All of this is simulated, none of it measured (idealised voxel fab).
Module name: voxel transistor to metal (process module)
Square cell edge 5 nm, section width 185 nm, ID cut.
Think of the cross-section as a grid of square cells. We describe it in bands, top to bottom, and each band covers one or more rows of those cells.
For a band, the entry starts with two heights in nm, that of the top and then that of the bottom, and carries on with the band's materials in order from left to right, each alongside its width in nm; the word "all across" beside a single material means it fills the band edge to edge, and "empty" means empty space.
Where do heights start? At 0: under that level the wafer as delivered is made of one material only. And the lowest band has no floor; it just carries on downward, as in "0 and below".
The two numbers in a width such as "30 to 40" mark its ends across the band: the first belongs to the top row of cells, the second to the bottom row, and from each row to the next the width moves by the same amount.
Basically "same as before" means that step didn't change any cell in the cross-section.
In the "Closed void table" entry, you get each enclosed empty space of 8 cells or more, one with no open way to the top, written width x height at distance, distance from the left edge, in nm.
On a step's line, text after the settings is the simulator commenting on that step.
overlay nm: how far to the right of its planned place the mask lay on this masked step (negative: to the left).

These are the steps we planned for the process
- 1: RECEIVE [material Si]
- 2: CONFORMAL_DEP [material SiO2] [thk nm 5]
- 3: CONFORMAL_DEP [material SiN] [thk nm 10]
- 4: MASKED_ETCH [tone cover] [mask id ACTIVE] [width nm 95] [etch materials SiN] [depth nm 10] [overlay nm 0]
- 5: MASKED_ETCH [tone cover] [mask id ACTIVE] [width nm 95] [etch materials SiO2] [depth nm 5] [overlay nm 0]
- 6: MASKED_ETCH [tone cover] [mask id ACTIVE] [width nm 95] [etch materials Si] [depth nm 30] [overlay nm 0]
- 7: FILL_DEP [material SiO2] [thk nm 10]
- 8: CMP [height nm 15]
- 9: SELECTIVE_ETCH [etch materials SiO2] [depth nm 5]
- 10: STRIP [etch materials SiN]
- 11: SELECTIVE_ETCH [etch materials SiO2] [depth nm 5]
- 12: OXIDIZE [depth nm 5]
- 13: DIRECTIONAL_DEP [material polySi] [thk nm 30]
- 14: DIRECTIONAL_DEP [material SiCN] [thk nm 10]
- 15: MASKED_ETCH [tone cover] [mask id GATE] [width nm 15] [etch materials SiCN] [depth nm 20] [overlay nm 0]
- 16: MASKED_ETCH [tone cover] [mask id GATE] [width nm 15] [etch materials polySi] [depth nm 40] [overlay nm 0]
- 17: CONFORMAL_DEP [material SiN] [thk nm 10]
- 18: DIRECTIONAL_ETCH [etch materials SiN] [depth nm 10]
- 19: DIRECTIONAL_ETCH [etch materials SiO2] [depth nm 5]
- 20: DIRECTIONAL_ETCH [etch materials Si] [depth nm 10]
- 21: EPI [material nSi] [thk nm 5]
- 22: FILL_DEP [material SiO2] [thk nm 10]
- 23: CMP [height nm 40]
- 24: DIRECTIONAL_DEP [material SiO2] [thk nm 10]
- 25: PATTERN [tone open] [mask id CONTACT] [material resist] [width nm 30] [pitch nm 55] [thk nm 20] [overlay nm 0]
- 26: DIRECTIONAL_ETCH [etch materials SiO2] [depth nm 55]
- 27: STRIP [etch materials resist]
- 28: CONFORMAL_DEP [material TiN] [thk nm 5]
- 29: FILL_DEP [material Ru] [thk nm 5]
- 30: CMP [height nm 50]
- 31: DIRECTIONAL_DEP [material TiN] [thk nm 5]
- 32: DIRECTIONAL_DEP [material W] [thk nm 15]
- 33: PATTERN [tone cover] [mask id METAL_1] [material resist] [width nm 20] [pitch nm 65] [thk nm 20] [overlay nm 0]
- 34: DIRECTIONAL_ETCH [etch materials W] [depth nm 15]
- 35: DIRECTIONAL_ETCH [etch materials TiN] [depth nm 5]
- 36: STRIP [etch materials resist]
- 37: CONFORMAL_DEP [material SiCN] [thk nm 5]
- 38: FILL_DEP [material SiO2] [thk nm 5]
- 39: CMP [height nm 70]
- 40: CONFORMAL_DEP [material SiN] [thk nm 5]
It is noted that the wafers described herein are identical at the outset and are distinguished by the thk nm of step 21; the value stated in the plan corresponds to the first wafer.

Cross-sectional view of the first of several wafers in the as-received condition, corresponding to the state following step 1
0 and below = Si all across
Closed void table: none

The rows of the table below are wafers. Looking at the end of the module, a row counts, for every material, the cells the wafer has gained, shown as (+), or lost, shown as (-), since it was received; its closed voids come next
thk nm 5; +58 Ru; -147 Si; +47 SiCN; +73 SiN; +404 SiO2; +60 TiN; +24 W; +18 nSi; +18 polySi; Closed void table: none
thk nm 10; +50 Ru; -147 Si; +47 SiCN; +73 SiN; +398 SiO2; +56 TiN; +24 W; +36 nSi; +18 polySi; Closed void table: none
thk nm 15; +44 Ru; -147 Si; +47 SiCN; +73 SiN; +396 SiO2; +48 TiN; +24 W; +52 nSi; +18 polySi; Closed void table: none
thk nm 20; +38 Ru; -147 Si; +47 SiCN; +73 SiN; +390 SiO2; +44 TiN; +24 W; +68 nSi; +18 polySi; Closed void table: none
thk nm 25; +32 Ru; -147 Si; +47 SiCN; +73 SiN; +378 SiO2; +40 TiN; +24 W; +90 nSi; +18 polySi; Closed void table: none
